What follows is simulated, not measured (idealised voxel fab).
process module | voxel fin reveal
The cross-section on display is named cut; it measures 180 nm wide, and its cells are 5 nm squares.
How to read a cross-section here: the picture is a grid of square cells, written as bands going from the top down, and any band can span one or more rows of cells. In this notation a band is specified by the heights of its top and bottom, in that order and in nm, after which its materials appear from left to right, each paired with its width in nm. The word "everywhere" attached to a single material means that material fills the band from edge to edge; the word "blank" stands for empty space. We count height from 0. Below that, the starting wafer is all one material. The lowest band never ends at the bottom but goes on down; see "0 down" for how that is written. Width spec "30..40" -> top row of cells at first value, bottom row at second value, equal per-row change in between. You'll sometimes find "no change occurred" written for a step, and that's the way of saying that nowhere in the cross-section did a cell change during that step. Each empty space that has no open way to the top and spans at least 8 cells appears under "Entrapped voids" as width x height at distance, the distance counted from the left edge, all in nm. On each step's line, the part that comes after the settings is the simulator's own comment on the step. Steps that use a mask can have "overlay nm" on their line. It says how far the mask sat to the right of where it was meant to be. Negative means to the left.

-- Here's what the planned process steps look like
1: op RECEIVE | material Si
2: op CONFORMAL_DEP | material SiN | thk nm 10
3: op MASKED_ETCH | tone cover | mask id FINS | width nm 15 | pitch nm 35 | etch materials SiN | depth nm 10 | overlay nm -15
4: op MASKED_ETCH | tone cover | mask id FINS | width nm 15 | pitch nm 35 | etch materials Si | depth nm 40 | overlay nm 0
5: op OXIDIZE | depth nm 5
6: op FILL_DEP | material SiO2 | thk nm 15
7: op CMP | height nm 10
8: op SELECTIVE_ETCH | etch materials SiO2 | depth nm 35
9: op STRIP | etch materials SiN
For this document, wafers share an identical start and vary in the step 3 overlay nm; the plan quotes the first wafer's value.

-- Here's the first of the wafers in cross-section, just as we got it, i.e. after step 1
  0 down | Si everywhere
  Entrapped voids: none

-- End of the module, past its last step, step 9: how the first of several wafers looks in cross-section
  0 to -5 | 55 blank | 5 Si | 30 blank | 5 Si | 85 blank
  -5 to -25 | 55 blank | 20 Si | 15 blank | 20 Si | 70 blank
  -25 to -45 | 55 SiO2 | 20 Si | 15 SiO2 | 20 Si | 70 SiO2
  -45 down | Si everywhere
  Entrapped voids: none

-- End of module: cross-section, last of several wafers
  0 to -5 | 85 blank | 5 Si | 30 blank | 5 Si | 55 blank
  -5 to -25 | 70 blank | 20 Si | 15 blank | 20 Si | 55 blank
  -25 to -45 | 70 SiO2 | 20 Si | 15 SiO2 | 20 Si | 55 SiO2
  -45 down | Si everywhere
  Entrapped voids: none

-- Basically each wafer gets a line in the table, showing it at the end of the module: material by material, the cells it gained (+) or lost (-) since we got it, then its closed voids
overlay nm -15 | -258 Si | +112 SiO2 | Entrapped voids: none
overlay nm -10 | -274 Si | +120 SiO2 | Entrapped voids: none
overlay nm -5 | -290 Si | +128 SiO2 | Entrapped voids: none
overlay nm 0 | -306 Si | +136 SiO2 | Entrapped voids: none
overlay nm 5 | -290 Si | +128 SiO2 | Entrapped voids: none
overlay nm 10 | -274 Si | +120 SiO2 | Entrapped voids: none
overlay nm 15 | -258 Si | +112 SiO2 | Entrapped voids: none
